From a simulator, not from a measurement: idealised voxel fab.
Herein follows the process module entitled voxel self aligned vias.
Each square cell in cross-section cut measures 5 nm, and the section as a whole is 280 nm wide.
Cross-section layout: square cells on a grid; listed as bands, top to bottom; a band spans one or more cell rows.
First you get the band's top height and its bottom height, in nm, and then the materials it's made of, left to right, with each width in nm. If you see a single material with "full width", that one covers the band edge to edge. "empty" is empty space.
Counting heights begins at 0, where everything beneath is, in the wafer as received, one material. The lowest band has no bottom; it goes on downwards, as "z 0 and below" shows.
With a width like "30 to 40", each row of cells in the band differs from the next by the same amount, the top row carrying the first number and the bottom row the second.
Reading "remains unaltered" for a step: not a cell of the cross-section changed in it.
The label "Entrapped void list" introduces a list of the empty spaces, 8 cells or larger, that have no open way up to the top; each entry in it reads width x height at distance, where the distance is taken from the left edge and all three are stated in nm.
Read whatever lies past the settings on a step's line as the simulator's own remark about the step.
overlay nm: how far to the right of its planned place the mask lay on this masked step (negative: to the left).
PROCESS STEPS - PLAN
1: RECEIVE | material Si
2: CONFORMAL_DEP | material SiO2 | thk nm 10
3: CONFORMAL_DEP | material SiCN | thk nm 5
4: DIRECTIONAL_DEP | material SiO2 | thk nm 30
5: MASKED_ETCH | tone open | mask id LINES | width nm 25 | pitch nm 75 | etch materials SiO2 | depth nm 30 | overlay nm 0
6: CONFORMAL_DEP | material TiN | thk nm 5
7: FILL_DEP | material W | thk nm 10
8: CMP | height nm 45
9: SELECTIVE_ETCH | etch materials W Ru TiN | depth nm 5
10: FILL_DEP | material SiN | thk nm 10
11: CMP | height nm 45
12: DIRECTIONAL_DEP | material SiO2 | thk nm 15
13: PATTERN | tone open | mask id VIAS | material resist | width nm 45 | thk nm 20 | overlay nm -15
14: DIRECTIONAL_ETCH | etch materials SiO2 | depth nm 15
15: DIRECTIONAL_ETCH | etch materials SiN | depth nm 5
16: STRIP | etch materials resist
17: CONFORMAL_DEP | material TiN | thk nm 5
18: FILL_DEP | material Cu | thk nm 10
19: CMP | height nm 60
20: CONFORMAL_DEP | material SiCN | thk nm 5
Heads up: all these wafers start the same, and what changes between them is the overlay nm in step 13. The value you see in the plan is just what the first wafer got.
SO THIS IS THE FIRST OF SEVERAL WAFERS, CROSS-SECTIONED AS IT CAME TO US, MEANING IT'S AT THE END OF STEP 1
* z 0 and below: Si full width
* Entrapped void list: none
HERE'S THE FIRST OF SEVERAL WAFERS IN CROSS-SECTION, END OF THE MODULE, AFTER THE LAST STEP, STEP 20
* z 65 to 60: SiCN full width
* z 60 to 50: SiO2 (65), TiN (5), Cu (35), TiN (5), SiO2 (170)
* z 50 to 45: SiO2 (65), TiN (30), Cu (10), TiN (5), SiO2 (170)
* z 45 to 40: SiO2 (90), TiN (20), SiN (5), SiO2 (50), SiN (25), SiO2 (90)
* z 40 to 20: SiO2 (90), TiN (5), W (15), TiN (5), SiO2 (50), TiN (5), W (15), TiN (5), SiO2 (90)
* z 20 to 15: SiO2 (90), TiN (25), SiO2 (50), TiN (25), SiO2 (90)
* z 15 to 10: SiCN full width
* z 10 to 0: SiO2 full width
* z 0 and below: Si full width
* Entrapped void list: none
WAFER CROSS-SECTION (LAST WAFER, MODULE END)
* z 65 to 60: SiCN full width
* z 60 to 50: SiO2 (95), TiN (5), Cu (35), TiN (5), SiO2 (140)
* z 50 to 45: SiO2 (95), TiN (5), Cu (10), TiN (30), SiO2 (140)
* z 45 to 40: SiO2 (90), SiN (5), TiN (20), SiO2 (50), SiN (25), SiO2 (90)
* z 40 to 20: SiO2 (90), TiN (5), W (15), TiN (5), SiO2 (50), TiN (5), W (15), TiN (5), SiO2 (90)
* z 20 to 15: SiO2 (90), TiN (25), SiO2 (50), TiN (25), SiO2 (90)
* z 15 to 10: SiCN full width
* z 10 to 0: SiO2 full width
* z 0 and below: Si full width
* Entrapped void list: none
TABLE: WAFERS, A ROW EACH; END-OF-MODULE CELL CHANGE PER MATERIAL SINCE RECEIPT, GAIN (+), LOSS (-); THEN CLOSED VOIDS
overlay nm -15; +16 Cu; +112 SiCN; +6 SiN; +529 SiO2; +41 TiN; +24 W; Entrapped void list: none
overlay nm -10; +17 Cu; +112 SiCN; +5 SiN; +529 SiO2; +41 TiN; +24 W; Entrapped void list: none
overlay nm -5; +17 Cu; +112 SiCN; +5 SiN; +529 SiO2; +41 TiN; +24 W; Entrapped void list: none
overlay nm 0; +17 Cu; +112 SiCN; +5 SiN; +529 SiO2; +41 TiN; +24 W; Entrapped void list: none
overlay nm 5; +17 Cu; +112 SiCN; +5 SiN; +529 SiO2; +41 TiN; +24 W; Entrapped void list: none
overlay nm 10; +17 Cu; +112 SiCN; +5 SiN; +529 SiO2; +41 TiN; +24 W; Entrapped void list: none
overlay nm 15; +16 Cu; +112 SiCN; +6 SiN; +529 SiO2; +41 TiN; +24 W; Entrapped void list: none
